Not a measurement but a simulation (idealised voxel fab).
process module | voxel spacer lines
cross-section cut | 145 nm wide | cells 5 nm
A cross-section is a grid of square cells, given in bands from the top down. A band is one or more rows of cells.
Each band's line starts with the height of the band's top and of its bottom, in nm. Then come its materials from left to right, each with its width in nm. One material with "throughout" fills the band from edge to edge. "air" is empty space.
Height 0 is the level under which the wafer as received is all one material. The lowest band goes on downwards, as in "0 down".
A width such as "30 to 40" changes by the same amount from each row of cells to the next, from the band's top row to its bottom row.
"no change" after a step means that no cell of the cross-section changed.
closed voids: empty space of 8 cells or more with no open way to the top, each as width x height at its distance from the left edge, in nm
after a step's settings: what the simulator itself notes on the step
overlay nm, on a step with a mask: how far to the right of its planned place the mask lay; to the left if negative
plan
1 op RECEIVE | material Si
2 op CONFORMAL_DEP | material Al2O3 | thk nm 5
3 op DIRECTIONAL_DEP | material TiN | thk nm 20
4 op DIRECTIONAL_DEP | material polySi | thk nm 30
5 op PATTERN | tone cover | mask id MANDREL | material resist | width nm 15 | pitch nm 50 | thk nm 35 | overlay nm 0
6 op DIRECTIONAL_ETCH | etch materials polySi | depth nm 30
7 op STRIP | etch materials resist
8 op CONFORMAL_DEP | material SiO2 | thk nm 10
9 op DIRECTIONAL_ETCH | etch materials SiO2 | depth nm 10
10 op STRIP | etch materials polySi
11 op DIRECTIONAL_ETCH | etch materials TiN | depth nm 20
12 op STRIP | etch materials SiO2
13 op FILL_DEP | material lowk | thk nm 5
14 op CMP | height nm 25
first wafer, as planned
as received, after step 1
  0 down: Si throughout
  closed voids: none
after step 2
  5 to 0: Al2O3 throughout
  below 0: unchanged
after step 3
  25 to 5: TiN throughout
  below 5: unchanged
after step 4
  55 to 25: polySi throughout
  below 25: unchanged
after step 5
  90 to 55: air 15 | resist 15 | air 35 | resist 15 | air 35 | resist 15 | air 15
  below 55: unchanged
after step 6
  90 to 55: air 15 | resist 15 | air 35 | resist 15 | air 35 | resist 15 | air 15
  55 to 25: air 15 | polySi 15 | air 35 | polySi 15 | air 35 | polySi 15 | air 15
  below 25: unchanged
after step 7
  55 to 25: air 15 | polySi 15 | air 35 | polySi 15 | air 35 | polySi 15 | air 15
  below 25: unchanged
after step 8
  65 to 55: air 5 | SiO2 35 | air 15 | SiO2 35 | air 15 | SiO2 35 | air 5
  55 to 35: air 5 | SiO2 10 | polySi 15 | SiO2 10 | air 15 | SiO2 10 | polySi 15 | SiO2 10 | air 15 | SiO2 10 | polySi 15 | SiO2 10 | air 5
  35 to 25: SiO2 15 | polySi 15 | SiO2 35 | polySi 15 | SiO2 35 | polySi 15 | SiO2 15
  below 25: unchanged
after step 9
  55 to 25: air 5 | SiO2 10 | polySi 15 | SiO2 10 | air 15 | SiO2 10 | polySi 15 | SiO2 10 | air 15 | SiO2 10 | polySi 15 | SiO2 10 | air 5
  below 25: unchanged
after step 10
  55 to 25: air 5 | SiO2 10 | air 15 | SiO2 10 | air 15 | SiO2 10 | air 15 | SiO2 10 | air 15 | SiO2 10 | air 15 | SiO2 10 | air 5
  below 25: unchanged
after step 11
  55 to 25: air 5 | SiO2 10 | air 15 | SiO2 10 | air 15 | SiO2 10 | air 15 | SiO2 10 | air 15 | SiO2 10 | air 15 | SiO2 10 | air 5
  25 to 5: air 5 | TiN 10 | air 15 | TiN 10 | air 15 | TiN 10 | air 15 | TiN 10 | air 15 | TiN 10 | air 15 | TiN 10 | air 5
  below 5: unchanged
after step 12
  25 to 5: air 5 | TiN 10 | air 15 | TiN 10 | air 15 | TiN 10 | air 15 | TiN 10 | air 15 | TiN 10 | air 15 | TiN 10 | air 5
  below 5: unchanged
after step 13
  30 to 25: lowk throughout
  25 to 5: lowk 5 | TiN 10 | lowk 15 | TiN 10 | lowk 15 | TiN 10 | lowk 15 | TiN 10 | lowk 15 | TiN 10 | lowk 15 | TiN 10 | lowk 5
  below 5: unchanged
after step 14
  25 to 5: lowk 5 | TiN 10 | lowk 15 | TiN 10 | lowk 15 | TiN 10 | lowk 15 | TiN 10 | lowk 15 | TiN 10 | lowk 15 | TiN 10 | lowk 5
  below 5: unchanged
second wafer: like start, like plan, one mistake. Through step 1 it matches the first wafer
when step 2 should have ended: no change
when step 3 should have ended
  20 to 0: TiN throughout
  below 0: unchanged
when step 4 should have ended
  50 to 20: polySi throughout
  below 20: unchanged
when step 5 should have ended
  85 to 50: air 15 | resist 15 | air 35 | resist 15 | air 35 | resist 15 | air 15
  below 50: unchanged
when step 6 should have ended
  85 to 50: air 15 | resist 15 | air 35 | resist 15 | air 35 | resist 15 | air 15
  50 to 20: air 15 | polySi 15 | air 35 | polySi 15 | air 35 | polySi 15 | air 15
  below 20: unchanged
when step 7 should have ended
  50 to 20: air 15 | polySi 15 | air 35 | polySi 15 | air 35 | polySi 15 | air 15
  below 20: unchanged
when step 8 should have ended
  60 to 50: air 5 | SiO2 35 | air 15 | SiO2 35 | air 15 | SiO2 35 | air 5
  50 to 30: air 5 | SiO2 10 | polySi 15 | SiO2 10 | air 15 | SiO2 10 | polySi 15 | SiO2 10 | air 15 | SiO2 10 | polySi 15 | SiO2 10 | air 5
  30 to 20: SiO2 15 | polySi 15 | SiO2 35 | polySi 15 | SiO2 35 | polySi 15 | SiO2 15
  below 20: unchanged
when step 9 should have ended
  50 to 20: air 5 | SiO2 10 | polySi 15 | SiO2 10 | air 15 | SiO2 10 | polySi 15 | SiO2 10 | air 15 | SiO2 10 | polySi 15 | SiO2 10 | air 5
  below 20: unchanged
when step 10 should have ended
  50 to 20: air 5 | SiO2 10 | air 15 | SiO2 10 | air 15 | SiO2 10 | air 15 | SiO2 10 | air 15 | SiO2 10 | air 15 | SiO2 10 | air 5
  below 20: unchanged
when step 11 should have ended
  50 to 20: air 5 | SiO2 10 | air 15 | SiO2 10 | air 15 | SiO2 10 | air 15 | SiO2 10 | air 15 | SiO2 10 | air 15 | SiO2 10 | air 5
  20 to 0: air 5 | TiN 10 | air 15 | TiN 10 | air 15 | TiN 10 | air 15 | TiN 10 | air 15 | TiN 10 | air 15 | TiN 10 | air 5
  below 0: unchanged
when step 12 should have ended
  20 to 0: air 5 | TiN 10 | air 15 | TiN 10 | air 15 | TiN 10 | air 15 | TiN 10 | air 15 | TiN 10 | air 15 | TiN 10 | air 5
  below 0: unchanged
when step 13 should have ended
  25 to 20: lowk throughout
  20 to 0: lowk 5 | TiN 10 | lowk 15 | TiN 10 | lowk 15 | TiN 10 | lowk 15 | TiN 10 | lowk 15 | TiN 10 | lowk 15 | TiN 10 | lowk 5
  below 0: unchanged
when step 14 should have ended: no change
what went wrong: step 2 was left out
at the end the second wafer has, in cells: 29 fewer of Al2O3 | 29 more of lowk
